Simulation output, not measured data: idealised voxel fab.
This section sets out a process module, namely voxel capacitor over wiring.
Section cut is 240 nm wide and gridded with 5 nm square cells.
Think of the cross-section as a grid of square cells. We describe it in bands, top to bottom, and each band covers one or more rows of those cells.
What a band's entry tells you: where the top is and where the bottom is, as heights in nm, and after that what lies inside, material by material from left to right, each with its width in nm. Empty space is written as the word "air", and a single material marked with the word "everywhere" occupies the band from edge to edge.
Heights are measured from 0, the level below which the as-received wafer is all one material; the lowest band has no bottom and continues downward, written as in "0 down".
The two numbers in a width such as "30..40" mark its ends across the band: the first belongs to the top row of cells, the second to the bottom row, and from each row to the next the width moves by the same amount.
"nothing was modified" for a step: no cell of the cross-section changed in that step.
The label "Voids lacking openings" introduces a list of the empty spaces, 8 cells or larger, that have no open way up to the top; each entry in it reads width x height at distance, where the distance is taken from the left edge and all three are stated in nm.
Whatever follows a step's settings on its line is a remark the simulator itself makes about that step.
The line of a step may include "overlay nm". On a step with a mask, this value is how far to the right of its planned place the mask lay. A negative value means the mask lay to the left.
The planned process steps are enumerated hereunder:
| 1 | RECEIVE, material Si |
| 2 | CONFORMAL_DEP, material SiO2, thk nm 10 |
| 3 | CONFORMAL_DEP, material SiN, thk nm 5 |
| 4 | DIRECTIONAL_DEP, material lowk, thk nm 25 |
| 5 | MASKED_ETCH, tone open, mask id METAL_1, width nm 20, pitch nm 80, etch materials lowk, depth nm 25, overlay nm 0 |
| 6 | MASKED_ETCH, tone open, mask id METAL_1, width nm 20, pitch nm 80, etch materials SiN, depth nm 5, overlay nm 0 |
| 7 | CONFORMAL_DEP, material TiN, thk nm 5 |
| 8 | FILL_DEP, material Cu, thk nm 5 |
| 9 | CMP, height nm 40 |
| 10 | EPI, material Ru, thk nm 5 |
| 11 | FILL_DEP, material SiCN, thk nm 5 |
| 12 | DIRECTIONAL_DEP, material SiO2, thk nm 10 |
| 13 | PATTERN, tone open, mask id PLUG_1, material resist, width nm 15, thk nm 15, overlay nm 0 |
| 14 | DIRECTIONAL_ETCH, etch materials SiO2, depth nm 10 |
| 15 | DIRECTIONAL_ETCH, etch materials SiCN, depth nm 5 |
| 16 | STRIP, etch materials resist |
| 17 | CONFORMAL_DEP, material TiN, thk nm 5 |
| 18 | FILL_DEP, material Ru, thk nm 5 |
| 19 | CMP, height nm 60 |
| 20 | DIRECTIONAL_DEP, material TiN, thk nm 5 |
| 21 | DIRECTIONAL_DEP, material HfO2, thk nm 5 |
| 22 | DIRECTIONAL_DEP, material TiN, thk nm 10 |
| 23 | MASKED_ETCH, tone cover, mask id UPPER_PLATE, width nm 65, etch materials TiN, depth nm 10, overlay nm 0 |
| 24 | MASKED_ETCH, tone cover, mask id UPPER_PLATE, width nm 65, etch materials HfO2, depth nm 5, overlay nm 0 |
| 25 | MASKED_ETCH, tone cover, mask id LOWER_PLATE, width nm 75, etch materials TiN, depth nm 5, overlay nm 0 |
| 26 | FILL_DEP, material SiO2, thk nm 20 |
| 27 | CMP, height nm 95 |
| 28 | PATTERN, tone open, mask id PLUG_2, material resist, width nm 15, thk nm 20, overlay nm 0 |
| 29 | DIRECTIONAL_ETCH, etch materials SiO2, depth nm 15 |
| 30 | STRIP, etch materials resist |
| 31 | CONFORMAL_DEP, material TiN, thk nm 5 |
| 32 | FILL_DEP, material Cu, thk nm 5 |
| 33 | CMP, height nm 95 |
| 34 | CONFORMAL_DEP, material SiCN, thk nm 5 |
The first of a set of two wafers, run to plan:
Cross-section of the wafer as it came to us, i.e., already through step 1:
- 0 down = Si everywhere
- Voids lacking openings: none
Once step 2 is through, the wafer looks like this in cross-section:
- 10 to 0 = SiO2 everywhere
- Below 0 it's all the same as before, nothing changed down there.
Once step 3 is through, the wafer looks like this in cross-section:
- 15 to 10 = SiN everywhere
- Below 10 it's all the same as before, nothing changed down there.
Once step 4 is through, the wafer looks like this in cross-section:
- 40 to 15 = lowk everywhere
- Below 15 it's all the same as before, nothing changed down there.
Once step 5 is through, the wafer looks like this in cross-section:
- 40 to 15 = lowk (70); air (20); lowk (60); air (20); lowk (70)
- Below 15 it's all the same as before, nothing changed down there.
Once step 6 is through, the wafer looks like this in cross-section:
- 40 to 15 = lowk (70); air (20); lowk (60); air (20); lowk (70)
- 15 to 10 = SiN (70); air (20); SiN (60); air (20); SiN (70)
- Below 10 it's all the same as before, nothing changed down there.
Once step 7 is through, the wafer looks like this in cross-section:
- 45 to 40 = TiN (75); air (10); TiN (70); air (10); TiN (75)
- 40 to 15 = lowk (70); TiN (5); air (10); TiN (5); lowk (60); TiN (5); air (10); TiN (5); lowk (70)
- 15 to 10 = SiN (70); TiN (20); SiN (60); TiN (20); SiN (70)
- Below 10 it's all the same as before, nothing changed down there.
Once step 8 is through, the wafer looks like this in cross-section:
- 50 to 45 = Cu everywhere
- 45 to 40 = TiN (75); Cu (10); TiN (70); Cu (10); TiN (75)
- 40 to 15 = lowk (70); TiN (5); Cu (10); TiN (5); lowk (60); TiN (5); Cu (10); TiN (5); lowk (70)
- Below 15 it's all the same as before, nothing changed down there.
Once step 9 is through, the wafer looks like this in cross-section:
- 40 to 15 = lowk (70); TiN (5); Cu (10); TiN (5); lowk (60); TiN (5); Cu (10); TiN (5); lowk (70)
- Below 15 it's all the same as before, nothing changed down there.
Once step 10 is through, the wafer looks like this in cross-section:
- 45 to 40 = air (65); Ru (30); air (50); Ru (30); air (65)
- Below 40 it's all the same as before, nothing changed down there.
Once step 11 is through, the wafer looks like this in cross-section:
- 50 to 45 = SiCN everywhere
- 45 to 40 = SiCN (65); Ru (30); SiCN (50); Ru (30); SiCN (65)
- Below 40 it's all the same as before, nothing changed down there.
Once step 12 is through, the wafer looks like this in cross-section:
- 60 to 50 = SiO2 everywhere
- Below 50 it's all the same as before, nothing changed down there.
Once step 13 is through, the wafer looks like this in cross-section:
- 75 to 60 = resist (75); air (15); resist (150)
- Below 60 it's all the same as before, nothing changed down there.
Once step 14 is through, the wafer looks like this in cross-section:
- 75 to 60 = resist (75); air (15); resist (150)
- 60 to 50 = SiO2 (75); air (15); SiO2 (150)
- Below 50 it's all the same as before, nothing changed down there.
Once step 15 is through, the wafer looks like this in cross-section:
- 75 to 60 = resist (75); air (15); resist (150)
- 60 to 50 = SiO2 (75); air (15); SiO2 (150)
- 50 to 45 = SiCN (75); air (15); SiCN (150)
- Below 45 it's all the same as before, nothing changed down there.
Once step 16 is through, the wafer looks like this in cross-section:
- 60 to 50 = SiO2 (75); air (15); SiO2 (150)
- Below 50 it's all the same as before, nothing changed down there.
Once step 17 is through, the wafer looks like this in cross-section:
- 65 to 60 = TiN (80); air (5); TiN (155)
- 60 to 50 = SiO2 (75); TiN (5); air (5); TiN (5); SiO2 (150)
- 50 to 45 = SiCN (75); TiN (15); SiCN (150)
- Below 45 it's all the same as before, nothing changed down there.
Once step 18 is through, the wafer looks like this in cross-section:
- 70 to 65 = Ru everywhere
- 65 to 60 = TiN (80); Ru (5); TiN (155)
- 60 to 50 = SiO2 (75); TiN (5); Ru (5); TiN (5); SiO2 (150)
- Below 50 it's all the same as before, nothing changed down there.
Once step 19 is through, the wafer looks like this in cross-section:
- 60 to 50 = SiO2 (75); TiN (5); Ru (5); TiN (5); SiO2 (150)
- Below 50 it's all the same as before, nothing changed down there.
Once step 20 is through, the wafer looks like this in cross-section:
- 65 to 60 = TiN everywhere
- Below 60 it's all the same as before, nothing changed down there.
Once step 21 is through, the wafer looks like this in cross-section:
- 70 to 65 = HfO2 everywhere
- Below 65 it's all the same as before, nothing changed down there.
Once step 22 is through, the wafer looks like this in cross-section:
- 80 to 70 = TiN everywhere
- Below 70 it's all the same as before, nothing changed down there.
Once step 23 is through, the wafer looks like this in cross-section:
- 80 to 70 = air (75); TiN (65); air (100)
- Below 70 it's all the same as before, nothing changed down there.
Once step 24 is through, the wafer looks like this in cross-section:
- 80 to 70 = air (75); TiN (65); air (100)
- 70 to 65 = air (75); HfO2 (65); air (100)
- Below 65 it's all the same as before, nothing changed down there.
Once step 25 is through, the wafer looks like this in cross-section:
- 80 to 70 = air (75); TiN (65); air (100)
- 70 to 65 = air (75); HfO2 (65); air (100)
- 65 to 60 = air (70); TiN (75); air (95)
- Below 60 it's all the same as before, nothing changed down there.
Once step 26 is through, the wafer looks like this in cross-section:
- 100 to 80 = SiO2 everywhere
- 80 to 70 = SiO2 (75); TiN (65); SiO2 (100)
- 70 to 65 = SiO2 (75); HfO2 (65); SiO2 (100)
- 65 to 60 = SiO2 (70); TiN (75); SiO2 (95)
- Below 60 it's all the same as before, nothing changed down there.
Once step 27 is through, the wafer looks like this in cross-section:
- 95 to 80 = SiO2 everywhere
- Below 80 it's all the same as before, nothing changed down there.
Once step 28 is through, the wafer looks like this in cross-section:
- 115 to 95 = resist (85); air (15); resist (140)
- Below 95 it's all the same as before, nothing changed down there.
Once step 29 is through, the wafer looks like this in cross-section:
- 115 to 95 = resist (85); air (15); resist (140)
- 95 to 80 = SiO2 (85); air (15); SiO2 (140)
- Below 80 it's all the same as before, nothing changed down there.
Once step 30 is through, the wafer looks like this in cross-section:
- 95 to 80 = SiO2 (85); air (15); SiO2 (140)
- Below 80 it's all the same as before, nothing changed down there.
Once step 31 is through, the wafer looks like this in cross-section:
- 100 to 95 = TiN (90); air (5); TiN (145)
- 95 to 85 = SiO2 (85); TiN (5); air (5); TiN (5); SiO2 (140)
- 85 to 80 = SiO2 (85); TiN (15); SiO2 (140)
- Below 80 it's all the same as before, nothing changed down there.
Once step 32 is through, the wafer looks like this in cross-section:
- 105 to 100 = Cu everywhere
- 100 to 95 = TiN (90); Cu (5); TiN (145)
- 95 to 85 = SiO2 (85); TiN (5); Cu (5); TiN (5); SiO2 (140)
- Below 85 it's all the same as before, nothing changed down there.
Once step 33 is through, the wafer looks like this in cross-section:
- 95 to 85 = SiO2 (85); TiN (5); Cu (5); TiN (5); SiO2 (140)
- Below 85 it's all the same as before, nothing changed down there.
Once step 34 is through, the wafer looks like this in cross-section:
- 100 to 95 = SiCN everywhere
- Below 95 it's all the same as before, nothing changed down there.
Second wafer: like start, like plan, one mistake. Through step 19 it matches the first wafer:
When step 20 should have ended:
- 65 to 60 = HfO2 everywhere
- Below 60 it's all the same as before, nothing changed down there.
When step 21 should have ended:
- 70 to 65 = TiN everywhere
- Below 65 it's all the same as before, nothing changed down there.
When step 22 should have ended:
- 80 to 65 = TiN everywhere
- Below 65 it's all the same as before, nothing changed down there.
When step 23 should have ended:
- 80 to 70 = air (75); TiN (65); air (100)
- Below 70 it's all the same as before, nothing changed down there.
when step 24 should have ended: nothing was modified
When step 25 should have ended:
- 80 to 70 = air (75); TiN (65); air (100)
- 70 to 65 = air (70); TiN (75); air (95)
- Below 65 it's all the same as before, nothing changed down there.
When step 26 should have ended:
- 100 to 80 = SiO2 everywhere
- 80 to 70 = SiO2 (75); TiN (65); SiO2 (100)
- 70 to 65 = SiO2 (70); TiN (75); SiO2 (95)
- Below 65 it's all the same as before, nothing changed down there.
When step 27 should have ended:
- 95 to 80 = SiO2 everywhere
- Below 80 it's all the same as before, nothing changed down there.
When step 28 should have ended:
- 115 to 95 = resist (85); air (15); resist (140)
- Below 95 it's all the same as before, nothing changed down there.
When step 29 should have ended:
- 115 to 95 = resist (85); air (15); resist (140)
- 95 to 80 = SiO2 (85); air (15); SiO2 (140)
- Below 80 it's all the same as before, nothing changed down there.
When step 30 should have ended:
- 95 to 80 = SiO2 (85); air (15); SiO2 (140)
- Below 80 it's all the same as before, nothing changed down there.
When step 31 should have ended:
- 100 to 95 = TiN (90); air (5); TiN (145)
- 95 to 85 = SiO2 (85); TiN (5); air (5); TiN (5); SiO2 (140)
- 85 to 80 = SiO2 (85); TiN (15); SiO2 (140)
- Below 80 it's all the same as before, nothing changed down there.
When step 32 should have ended:
- 105 to 100 = Cu everywhere
- 100 to 95 = TiN (90); Cu (5); TiN (145)
- 95 to 85 = SiO2 (85); TiN (5); Cu (5); TiN (5); SiO2 (140)
- Below 85 it's all the same as before, nothing changed down there.
When step 33 should have ended:
- 95 to 85 = SiO2 (85); TiN (5); Cu (5); TiN (5); SiO2 (140)
- Below 85 it's all the same as before, nothing changed down there.
When step 34 should have ended:
- 100 to 95 = SiCN everywhere
- Below 95 it's all the same as before, nothing changed down there.
It is concluded that the wafer was processed incorrectly with respect to the plan, in that steps 20 and 21 swapped
Materials where the second wafer ends with more or fewer cells than the first: HfO2: 35 more, SiO2: 35 fewer
